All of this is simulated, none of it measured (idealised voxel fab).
process module | voxel gate over fins
cross-section cut | 150 nm wide | cells 5 nm
A cross-section is a grid of square cells, given in bands from the top down. A band is one or more rows of cells.
Each band's line starts with the height of the band's top and of its bottom, in nm. Then come its materials from left to right, each with its width in nm. One material with "throughout" fills the band from edge to edge. "air" is empty space.
Height 0 is the level under which the wafer as received is all one material. The lowest band goes on downwards, as in "0 down".
A width such as "30 to 40" changes by the same amount from each row of cells to the next, from the band's top row to its bottom row.
"no change" after a step means that no cell of the cross-section changed.
closed voids: empty space of 8 cells or more with no open way to the top, each as width x height at its distance from the left edge, in nm
after a step's settings: what the simulator itself notes on the step
overlay nm, on a step with a mask: how far to the right of its planned place the mask lay; to the left if negative
plan
1 op RECEIVE | material Si
2 op CONFORMAL_DEP | material SiN | thk nm 10
3 op DIRECTIONAL_DEP | material aC | thk nm 15
4 op PATTERN | tone cover | mask id FINS | material resist | width nm 15 | pitch nm 35 | thk nm 35 | overlay nm 0
5 op DIRECTIONAL_ETCH | etch materials aC | depth nm 15
6 op STRIP | etch materials resist
7 op DIRECTIONAL_ETCH | etch materials SiN | depth nm 10
8 op DIRECTIONAL_ETCH | etch materials Si | depth nm 35
9 op STRIP | etch materials aC
10 op OXIDIZE | depth nm 5
11 op FILL_DEP | material SiO2 | thk nm 15
12 op CMP | height nm 10
13 op SELECTIVE_ETCH | etch materials SiO2 | depth nm 25
14 op STRIP | etch materials SiN
15 op CONFORMAL_DEP | material HfO2 | thk nm 5
16 op CONFORMAL_DEP | material TiN | thk nm 5
17 op FILL_DEP | material W | thk nm 10
18 op CMP | height nm 15
19 op CONFORMAL_DEP | material SiCN | thk nm 5
as received, after step 1
  0 down: Si throughout
  closed voids: none
a wafer at the end: this start, this plan, one mistake
  30 to 15: SiCN throughout
  15 to 10: W throughout
  10 to 5: W 45 | TiN 25 | W 10 | TiN 25 | W 45
  5 to 0: W 45 | TiN 5 | HfO2 15 | TiN 5 | W 10 | TiN 5 | HfO2 15 | TiN 5 | W 45
  0 to -5: W 45 | TiN 5 | HfO2 5 | Si 5 | HfO2 5 | TiN 5 | W 10 | TiN 5 | HfO2 5 | Si 5 | HfO2 5 | TiN 5 | W 45
  -5 to -10: TiN 50 | HfO2 5 | Si 5 | HfO2 5 | TiN 20 | HfO2 5 | Si 5 | HfO2 5 | TiN 50
  -10 to -15: HfO2 55 | Si 5 | HfO2 30 | Si 5 | HfO2 55
  -15 to -40: SiO2 55 | Si 5 | SiO2 30 | Si 5 | SiO2 55
  -40 down: Si throughout
  closed voids: none
what went wrong: step 19 ran as: op CONFORMAL_DEP | material SiCN | thk nm 15
